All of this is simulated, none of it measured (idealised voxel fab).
process module | voxel transistor to metal
cross-section cut | 210 nm wide | cells 5 nm
A cross-section is a grid of square cells, given in bands from the top down. A band is one or more rows of cells.
Each band's line starts with the height of the band's top and of its bottom, in nm. Then come its materials from left to right, each with its width in nm. One material with "throughout" fills the band from edge to edge. "air" is empty space.
Height 0 is the level under which the wafer as received is all one material. The lowest band goes on downwards, as in "0 down".
A width such as "30 to 40" changes by the same amount from each row of cells to the next, from the band's top row to its bottom row.
"no change" after a step means that no cell of the cross-section changed.
closed voids: empty space of 8 cells or more with no open way to the top, each as width x height at its distance from the left edge, in nm
after a step's settings: what the simulator itself notes on the step
overlay nm, on a step with a mask: how far to the right of its planned place the mask lay; to the left if negative
plan
1 op RECEIVE | material Si
2 op CONFORMAL_DEP | material SiO2 | thk nm 5
3 op CONFORMAL_DEP | material SiN | thk nm 15
4 op MASKED_ETCH | tone cover | mask id ACTIVE | width nm 100 | etch materials SiN | depth nm 15 | overlay nm 0
5 op MASKED_ETCH | tone cover | mask id ACTIVE | width nm 100 | etch materials SiO2 | depth nm 5 | overlay nm 0
6 op MASKED_ETCH | tone cover | mask id ACTIVE | width nm 100 | etch materials Si | depth nm 25 | overlay nm 0
7 op OXIDIZE | depth nm 5
8 op FILL_DEP | material SiO2 | thk nm 10
9 op CMP | height nm 20
10 op SELECTIVE_ETCH | etch materials SiO2 | depth nm 15
11 op STRIP | etch materials SiN
12 op SELECTIVE_ETCH | etch materials SiO2 | depth nm 5
13 op OXIDIZE | depth nm 5
14 op DIRECTIONAL_DEP | material polySi | thk nm 30
15 op DIRECTIONAL_DEP | material SiCN | thk nm 10
16 op MASKED_ETCH | tone cover | mask id GATE | width nm 20 | etch materials SiCN | depth nm 20 | overlay nm 0
17 op MASKED_ETCH | tone cover | mask id GATE | width nm 20 | etch materials polySi | depth nm 40 | overlay nm 0
18 op CONFORMAL_DEP | material SiO2 | thk nm 5
19 op DIRECTIONAL_ETCH | etch materials SiO2 | depth nm 5
20 op CONFORMAL_DEP | material SiN | thk nm 5
21 op DIRECTIONAL_ETCH | etch materials SiN | depth nm 5
22 op DIRECTIONAL_ETCH | etch materials SiO2 | depth nm 5
23 op DIRECTIONAL_ETCH | etch materials Si | depth nm 15
24 op EPI | material nSi | thk nm 20
25 op FILL_DEP | material SiO2 | thk nm 5
26 op CMP | height nm 40
27 op DIRECTIONAL_DEP | material SiO2 | thk nm 10
28 op DIRECTIONAL_DEP | material aC | thk nm 10
29 op PATTERN | tone open | mask id CONTACT | material resist | width nm 15 | pitch nm 75 | thk nm 25 | overlay nm 0
30 op DIRECTIONAL_ETCH | etch materials aC | depth nm 10
31 op STRIP | etch materials resist
32 op DIRECTIONAL_ETCH | etch materials SiO2 | depth nm 50
33 op STRIP | etch materials aC
34 op CONFORMAL_DEP | material TiN | thk nm 5
35 op FILL_DEP | material Ru | thk nm 5
36 op CMP | height nm 50
37 op CONFORMAL_DEP | material SiCN | thk nm 5
38 op DIRECTIONAL_DEP | material lowk | thk nm 20
39 op MASKED_ETCH | tone open | mask id METAL_1 | width nm 15 | pitch nm 75 | etch materials lowk | depth nm 20 | overlay nm 0
40 op MASKED_ETCH | tone open | mask id METAL_1 | width nm 15 | pitch nm 75 | etch materials SiCN | depth nm 5 | overlay nm 0
41 op CONFORMAL_DEP | material TiN | thk nm 5
42 op FILL_DEP | material Cu | thk nm 5
43 op CMP | height nm 75
44 op CONFORMAL_DEP | material SiCN | thk nm 5
varied across the wafers: width nm of step 39. The plan shows the first wafer's value. All wafers start alike
first wafer as received, after step 1
  0 down: Si throughout
  closed voids: none
first wafer at the end, after step 44
  80 to 75: SiCN throughout
  75 to 55: lowk 60 | TiN 5 | Cu 5 | TiN 5 | lowk 60 | TiN 5 | Cu 5 | TiN 5 | lowk 60
  55 to 50: SiCN 60 | TiN 15 | SiCN 60 | TiN 15 | SiCN 60
  50 to 40: SiO2 60 | TiN 5 | Ru 5 | TiN 5 | SiO2 60 | TiN 5 | Ru 5 | TiN 5 | SiO2 60
  40 to 30: SiO2 60 | TiN 5 | Ru 5 | TiN 5 | SiO2 10 | SiN 5 | SiO2 5 | SiCN 20 | SiO2 5 | SiN 5 | SiO2 10 | TiN 5 | Ru 5 | TiN 5 | SiO2 60
  30 to 20: SiO2 60 | TiN 5 | Ru 5 | TiN 5 | SiO2 10 | SiN 5 | SiO2 5 | polySi 20 | SiO2 5 | SiN 5 | SiO2 10 | TiN 5 | Ru 5 | TiN 5 | SiO2 60
  20 to 15: SiO2 60 | TiN 15 | SiO2 10 | SiN 5 | SiO2 5 | polySi 20 | SiO2 5 | SiN 5 | SiO2 10 | TiN 15 | SiO2 60
  15 to 0: SiO2 60 | TiN 5 | nSi 20 | SiN 5 | SiO2 5 | polySi 20 | SiO2 5 | SiN 5 | nSi 20 | TiN 5 | SiO2 60
  0 to -5: SiO2 55 | nSi 30 | SiO2 40 | nSi 30 | SiO2 55
  -5 to -20: SiO2 60 | nSi 25 | Si 40 | nSi 25 | SiO2 60
  -20 to -30: SiO2 60 | Si 90 | SiO2 60
  -30 down: Si throughout
  closed voids: none
last wafer at the end
  80 to 75: SiCN throughout
  75 to 60: lowk 55 | TiN 5 | Cu 20 | TiN 5 | lowk 45 | TiN 5 | Cu 20 | TiN 5 | lowk 50
  60 to 55: lowk 55 | TiN 10 | Cu 5 | TiN 15 | lowk 45 | TiN 10 | Cu 5 | TiN 15 | lowk 50
  55 to 50: SiCN 60 | TiN 15 | SiCN 60 | TiN 15 | SiCN 60
  50 to 40: SiO2 60 | TiN 5 | Ru 5 | TiN 5 | SiO2 60 | TiN 5 | Ru 5 | TiN 5 | SiO2 60
  40 to 30: SiO2 60 | TiN 5 | Ru 5 | TiN 5 | SiO2 10 | SiN 5 | SiO2 5 | SiCN 20 | SiO2 5 | SiN 5 | SiO2 10 | TiN 5 | Ru 5 | TiN 5 | SiO2 60
  30 to 20: SiO2 60 | TiN 5 | Ru 5 | TiN 5 | SiO2 10 | SiN 5 | SiO2 5 | polySi 20 | SiO2 5 | SiN 5 | SiO2 10 | TiN 5 | Ru 5 | TiN 5 | SiO2 60
  20 to 15: SiO2 60 | TiN 15 | SiO2 10 | SiN 5 | SiO2 5 | polySi 20 | SiO2 5 | SiN 5 | SiO2 10 | TiN 15 | SiO2 60
  15 to 0: SiO2 60 | TiN 5 | nSi 20 | SiN 5 | SiO2 5 | polySi 20 | SiO2 5 | SiN 5 | nSi 20 | TiN 5 | SiO2 60
  0 to -5: SiO2 55 | nSi 30 | SiO2 40 | nSi 30 | SiO2 55
  -5 to -20: SiO2 60 | nSi 25 | Si 40 | nSi 25 | SiO2 60
  -20 to -30: SiO2 60 | Si 90 | SiO2 60
  -30 down: Si throughout
  closed voids: none
each wafer at the end: cells of each material gained (+) or lost (-) since it was received, then its closed voids
width nm 15 | +8 Cu | +12 Ru | -192 Si | +86 SiCN | +16 SiN | +450 SiO2 | +58 TiN | +144 lowk | +66 nSi | +24 polySi | closed voids: none
width nm 20 | +14 Cu | +12 Ru | -192 Si | +86 SiCN | +16 SiN | +450 SiO2 | +60 TiN | +136 lowk | +66 nSi | +24 polySi | closed voids: none
width nm 25 | +20 Cu | +12 Ru | -192 Si | +86 SiCN | +16 SiN | +450 SiO2 | +62 TiN | +128 lowk | +66 nSi | +24 polySi | closed voids: none
width nm 30 | +26 Cu | +12 Ru | -192 Si | +86 SiCN | +16 SiN | +450 SiO2 | +64 TiN | +120 lowk | +66 nSi | +24 polySi | closed voids: none
